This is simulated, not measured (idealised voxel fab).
process module | voxel tone inversion
cross-section cut | 150 nm wide | cells 5 nm
A cross-section is a grid of square cells, given in bands from the top down. A band is one or more rows of cells.
Each band's line starts with the height of the band's top and of its bottom, in nm. Then come its materials from left to right, each with its width in nm. One material with "throughout" fills the band from edge to edge. "air" is empty space.
Height 0 is the level under which the wafer as received is all one material. The lowest band goes on downwards, as in "0 down".
A width such as "30 to 40" changes by the same amount from each row of cells to the next, from the band's top row to its bottom row.
"no change" after a step means that no cell of the cross-section changed.
closed voids: empty space of 8 cells or more with no open way to the top, each as width x height at its distance from the left edge, in nm
after a step's settings: what the simulator itself notes on the step
overlay nm, on a step with a mask: how far to the right of its planned place the mask lay; to the left if negative
plan
1 op RECEIVE | material Si
2 op CONFORMAL_DEP | material SiCN | thk nm 5
3 op DIRECTIONAL_DEP | material polySi | thk nm 20
4 op PATTERN | tone cover | mask id POSTS | material resist | width nm 15 | pitch nm 30 | thk nm 25 | overlay nm 0
5 op DIRECTIONAL_ETCH | etch materials polySi | depth nm 20
6 op STRIP | etch materials resist
7 op FILL_DEP | material lowk | thk nm 10
8 op CMP | height nm 25
9 op STRIP | etch materials polySi
10 op CONFORMAL_DEP | material TiN | thk nm 5
11 op FILL_DEP | material W | thk nm 5
12 op CMP | height nm 25
13 op CONFORMAL_DEP | material SiCN | thk nm 5
as received, after step 1
  0 down: Si throughout
  closed voids: none
first wafer at the end, as planned
  30 to 25: SiCN throughout
  25 to 10: lowk 50 | TiN 5 | W 5 | TiN 5 | lowk 15 | TiN 5 | W 5 | TiN 5 | lowk 55
  10 to 5: lowk 50 | TiN 15 | lowk 15 | TiN 15 | lowk 55
  5 to 0: SiCN throughout
  0 down: Si throughout
  closed voids: none
second wafer at the end: like start, like plan, one mistake
  30 to 20: SiCN throughout
  20 to 0: polySi throughout
  0 down: Si throughout
  closed voids: none
what went wrong: steps 2 and 3 were swapped
at the end the second wafer has, in cells: 18 fewer of TiN | 6 fewer of W | 96 fewer of lowk | 120 more of polySi
